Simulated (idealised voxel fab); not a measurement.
The name of this process module is voxel trench capacitor.
Cross-section cut: width 250 nm, square cells of 5 nm.
Square cells in a grid make up a cross-section in this document, and the grid is given as bands, listed from the top down, each one or more rows of cells. This entry defines a band. It first specifies the height of the band's top and the height of its bottom in nm, and then specifies the band's materials from left to right, stating each material with its width in nm. The word "edge to edge" identifies a single material that fills the band from edge to edge, while the word "air" identifies empty space. Measure heights from 0. That's the level where, below it, the as-received wafer is all one material. The lowest band is bottomless and extends downward; write it as in "z 0 and below". When a width is written as two numbers, as in "30..40", the first number is the width in the top row of cells of the band and the second is the width in its bottom row, and the width changes by the same amount from each row to the next. Any step labelled "remained unchanged" changed none of the cells in the cross-section. Listed in "Closed void inventory": every empty space of 8 or more cells without an open way to the top. Form: width x height at distance, the distance being from the left edge, all in nm. Step line, after settings: the simulator's comment on this step. "overlay nm" answers the question of how far to the right of plan the mask lay on a step that has a mask, and when it is negative the answer is to the left.

**Steps in the process plan**
| 1 | RECEIVE [material Si] |
| 2 | CONFORMAL_DEP [material SiN] [thk nm 10] |
| 3 | DIRECTIONAL_DEP [material aC] [thk nm 15] |
| 4 | PATTERN [tone open] [mask id TRENCH] [material resist] [width nm 30] [pitch nm 60] [thk nm 35] [overlay nm 0] |
| 5 | DIRECTIONAL_ETCH [etch materials aC] [depth nm 15] |
| 6 | STRIP [etch materials resist] |
| 7 | DIRECTIONAL_ETCH [etch materials SiN] [depth nm 10] |
| 8 | DIRECTIONAL_ETCH [etch materials Si] [depth nm 25] |
| 9 | STRIP [etch materials aC] |
| 10 | CONFORMAL_DEP [material Al2O3] [thk nm 5] |
| 11 | CONFORMAL_DEP [material TiN] [thk nm 5] |
| 12 | FILL_DEP [material W] [thk nm 5] |
| 13 | CMP [height nm 10] |

**So this is the incoming wafer in cross-section - it's already been through step 1**
	z 0 and below | Si edge to edge
	Closed void inventory: none

**Post-module cross-section of the first of two wafers (run per plan)**
	z 10 to 0 | SiN: 80 | Al2O3: 5 | TiN: 5 | W: 10 | TiN: 5 | Al2O3: 5 | SiN: 30 | Al2O3: 5 | TiN: 5 | W: 10 | TiN: 5 | Al2O3: 5 | SiN: 80
	z 0 to -15 | Si: 80 | Al2O3: 5 | TiN: 5 | W: 10 | TiN: 5 | Al2O3: 5 | Si: 30 | Al2O3: 5 | TiN: 5 | W: 10 | TiN: 5 | Al2O3: 5 | Si: 80
	z -15 to -20 | Si: 80 | Al2O3: 5 | TiN: 20 | Al2O3: 5 | Si: 30 | Al2O3: 5 | TiN: 20 | Al2O3: 5 | Si: 80
	z -20 to -25 | Si: 80 | Al2O3: 30 | Si: 30 | Al2O3: 30 | Si: 80
	z -25 and below | Si edge to edge
	Closed void inventory: none

**second wafer at the end: like start, like plan, one mistake**
	z 10 to 0 | SiN: 80 | TiN: 5 | Al2O3: 5 | W: 10 | Al2O3: 5 | TiN: 5 | SiN: 30 | TiN: 5 | Al2O3: 5 | W: 10 | Al2O3: 5 | TiN: 5 | SiN: 80
	z 0 to -15 | Si: 80 | TiN: 5 | Al2O3: 5 | W: 10 | Al2O3: 5 | TiN: 5 | Si: 30 | TiN: 5 | Al2O3: 5 | W: 10 | Al2O3: 5 | TiN: 5 | Si: 80
	z -15 to -20 | Si: 80 | TiN: 5 | Al2O3: 20 | TiN: 5 | Si: 30 | TiN: 5 | Al2O3: 20 | TiN: 5 | Si: 80
	z -20 to -25 | Si: 80 | TiN: 30 | Si: 30 | TiN: 30 | Si: 80
	z -25 and below | Si edge to edge
	Closed void inventory: none
Want to know what went wrong? order of steps 10 and 11 inverted relative to the plan
The closing comparison, in cells, has the second wafer with more or fewer of some materials than the first: Al2O3: 8 fewer; TiN: 8 more
